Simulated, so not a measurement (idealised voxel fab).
Presented below is a process module, voxel transistor to metal.
The cross-section shown here is cut; it is 215 nm wide and divided into square cells measuring 5 nm on a side.
In this document a cross-section is written as a grid of square cells. It is given as a series of bands, listed from the top down, and a band is one or more rows of cells. Read a band's entry like this: the first values are the height of its top and the height of its bottom in nm, and what follows is the sequence of materials from left to right, each with its width in nm. Note that "air" is empty space, and that a single material marked "everywhere" reaches across the band from edge to edge. Measure heights from 0. That's the level where, below it, the as-received wafer is all one material. The lowest band is bottomless and extends downward; write it as in "0 nm and below". Note: "30->40" means the width goes from the first number (top row of the band) to the second number (bottom row) in equal steps per row of cells. No cell of the cross-section changed in a step that is given as "remained unchanged". "Trapped cavities" contains a list of empty spaces, each no smaller than 8 cells and without an open way to the top, written in the form width x height at distance with the distance from the left edge and all three in nm. Note: text after step settings on the step line = simulator remark on that step. For masked steps, "overlay nm" on the step line gives how far right of plan the mask actually lay; a minus sign means it lay to the left.

### Steps in the process plan
1 RECEIVE with material Si
2 CONFORMAL_DEP with material SiO2, thk nm 5
3 CONFORMAL_DEP with material SiN, thk nm 10
4 DIRECTIONAL_DEP with material aC, thk nm 15
5 PATTERN with tone cover, mask id ACTIVE, material resist, width nm 115, thk nm 30, overlay nm 0
6 DIRECTIONAL_ETCH with etch materials aC, depth nm 15
7 STRIP with etch materials resist
8 DIRECTIONAL_ETCH with etch materials SiN, depth nm 10
9 DIRECTIONAL_ETCH with etch materials SiO2, depth nm 5
10 DIRECTIONAL_ETCH with etch materials Si, depth nm 30
11 STRIP with etch materials aC
12 FILL_DEP with material SiO2, thk nm 10
13 CMP with height nm 15
14 SELECTIVE_ETCH with etch materials SiO2, depth nm 5
15 STRIP with etch materials SiN
16 SELECTIVE_ETCH with etch materials SiO2, depth nm 5
17 OXIDIZE with depth nm 5
18 DIRECTIONAL_DEP with material polySi, thk nm 30
19 DIRECTIONAL_DEP with material SiCN, thk nm 15
20 MASKED_ETCH with tone cover, mask id GATE, width nm 35, etch materials SiCN, depth nm 25, overlay nm 0
21 MASKED_ETCH with tone cover, mask id GATE, width nm 35, etch materials polySi, depth nm 40, overlay nm 0
22 CONFORMAL_DEP with material SiO2, thk nm 5
23 DIRECTIONAL_ETCH with etch materials SiO2, depth nm 5
24 CONFORMAL_DEP with material SiN, thk nm 5
25 DIRECTIONAL_ETCH with etch materials SiN, depth nm 5
26 DIRECTIONAL_ETCH with etch materials SiO2, depth nm 5
27 DIRECTIONAL_ETCH with etch materials Si, depth nm 15
28 EPI with material pSi, thk nm 20
29 FILL_DEP with material SiO2, thk nm 5
30 CMP with height nm 30
31 STRIP with etch materials polySi
32 SELECTIVE_ETCH with etch materials SiO2, depth nm 5
33 CONFORMAL_DEP with material HfO2, thk nm 5
34 CONFORMAL_DEP with material TiN, thk nm 5
35 FILL_DEP with material W, thk nm 5
36 CMP with height nm 25
37 DIRECTIONAL_DEP with material SiO2, thk nm 10
38 MASKED_ETCH with tone open, mask id CONTACT, width nm 20, pitch nm 85, etch materials SiO2, depth nm 20, overlay nm 0
39 CONFORMAL_DEP with material TiN, thk nm 5
40 FILL_DEP with material W, thk nm 5
41 CMP with height nm 35
42 DIRECTIONAL_DEP with material TiN, thk nm 5
43 DIRECTIONAL_DEP with material W, thk nm 15
44 MASKED_ETCH with tone cover, mask id METAL_1, width nm 20, pitch nm 85, etch materials W, depth nm 15, overlay nm 0
45 MASKED_ETCH with tone cover, mask id METAL_1, width nm 20, pitch nm 85, etch materials TiN, depth nm 5, overlay nm 0
46 FILL_DEP with material SiO2, thk nm 5
47 CMP with height nm 55
48 CONFORMAL_DEP with material SiN, thk nm 5

### Step 1 complete: cross-section of the wafer as received
0 nm and below | Si everywhere
Trapped cavities: none

### Post-module cross-section of the first of two wafers (run per plan)
60 nm to 55 nm | SiN everywhere
55 nm to 40 nm | 55 nm SiO2 | 20 nm W | 65 nm SiO2 | 20 nm W | 55 nm SiO2
40 nm to 35 nm | 55 nm SiO2 | 20 nm TiN | 65 nm SiO2 | 20 nm TiN | 55 nm SiO2
35 nm to 25 nm | 55 nm SiO2 | 5 nm TiN | 10 nm W | 5 nm TiN | 65 nm SiO2 | 5 nm TiN | 10 nm W | 5 nm TiN | 55 nm SiO2
25 nm to 20 nm | 55 nm SiO2 | 5 nm TiN | 10 nm W | 5 nm TiN | 5 nm SiO2 | 5 nm SiN | 5 nm HfO2 | 5 nm TiN | 25 nm W | 5 nm TiN | 5 nm HfO2 | 5 nm SiN | 5 nm SiO2 | 5 nm TiN | 10 nm W | 5 nm TiN | 55 nm SiO2
20 nm to 15 nm | 55 nm SiO2 | 20 nm TiN | 5 nm SiO2 | 5 nm SiN | 5 nm HfO2 | 5 nm TiN | 25 nm W | 5 nm TiN | 5 nm HfO2 | 5 nm SiN | 5 nm SiO2 | 20 nm TiN | 55 nm SiO2
15 nm to 5 nm | 45 nm SiO2 | 35 nm pSi | 5 nm SiN | 5 nm HfO2 | 5 nm TiN | 25 nm W | 5 nm TiN | 5 nm HfO2 | 5 nm SiN | 35 nm pSi | 45 nm SiO2
5 nm to 0 nm | 45 nm SiO2 | 5 nm pSi | 5 nm SiN | 25 nm pSi | 5 nm SiN | 5 nm HfO2 | 35 nm TiN | 5 nm HfO2 | 5 nm SiN | 25 nm pSi | 5 nm SiN | 5 nm pSi | 45 nm SiO2
0 nm to -5 nm | 55 nm SiO2 | 25 nm pSi | 5 nm SiO2 | 45 nm HfO2 | 5 nm SiO2 | 25 nm pSi | 55 nm SiO2
-5 nm to -20 nm | 50 nm SiO2 | 5 nm Si | 25 nm pSi | 55 nm Si | 25 nm pSi | 5 nm Si | 50 nm SiO2
-20 nm to -30 nm | 50 nm SiO2 | 115 nm Si | 50 nm SiO2
-30 nm and below | Si everywhere
Trapped cavities: none

### Wafer two cross-section, module end. Start and plan unchanged from wafer one; one mistake made during the run
60 nm to 55 nm | SiN everywhere
55 nm to 40 nm | 55 nm SiO2 | 20 nm W | 65 nm SiO2 | 20 nm W | 55 nm SiO2
40 nm to 35 nm | 55 nm SiO2 | 20 nm TiN | 65 nm SiO2 | 20 nm TiN | 55 nm SiO2
35 nm to 30 nm | 55 nm SiO2 | 5 nm TiN | 10 nm W | 5 nm TiN | 65 nm SiO2 | 5 nm TiN | 10 nm W | 5 nm TiN | 55 nm SiO2
30 nm to 25 nm | 55 nm SiO2 | 20 nm TiN | 65 nm SiO2 | 20 nm TiN | 55 nm SiO2
25 nm to 5 nm | 35 nm SiO2 | 45 nm pSi | 5 nm SiN | 5 nm HfO2 | 5 nm TiN | 25 nm W | 5 nm TiN | 5 nm HfO2 | 5 nm SiN | 45 nm pSi | 35 nm SiO2
5 nm to 0 nm | 35 nm SiO2 | 15 nm pSi | 5 nm SiN | 25 nm pSi | 5 nm SiN | 5 nm HfO2 | 35 nm TiN | 5 nm HfO2 | 5 nm SiN | 25 nm pSi | 5 nm SiN | 15 nm pSi | 35 nm SiO2
0 nm to -5 nm | 55 nm SiO2 | 25 nm pSi | 5 nm SiO2 | 45 nm HfO2 | 5 nm SiO2 | 25 nm pSi | 55 nm SiO2
-5 nm to -20 nm | 50 nm SiO2 | 5 nm Si | 25 nm pSi | 55 nm Si | 25 nm pSi | 5 nm Si | 50 nm SiO2
-20 nm to -30 nm | 50 nm SiO2 | 115 nm Si | 50 nm SiO2
-30 nm and below | Si everywhere
Trapped cavities: none
What was done differently from what was planned? heads up, step 28 didn't go per plan, it actually ran as EPI with material pSi, thk nm 30
Once processing is complete, comparing cell counts shows that the second wafer has more or fewer of certain materials than the first: -32 SiO2; -8 TiN; -8 W; +48 pSi
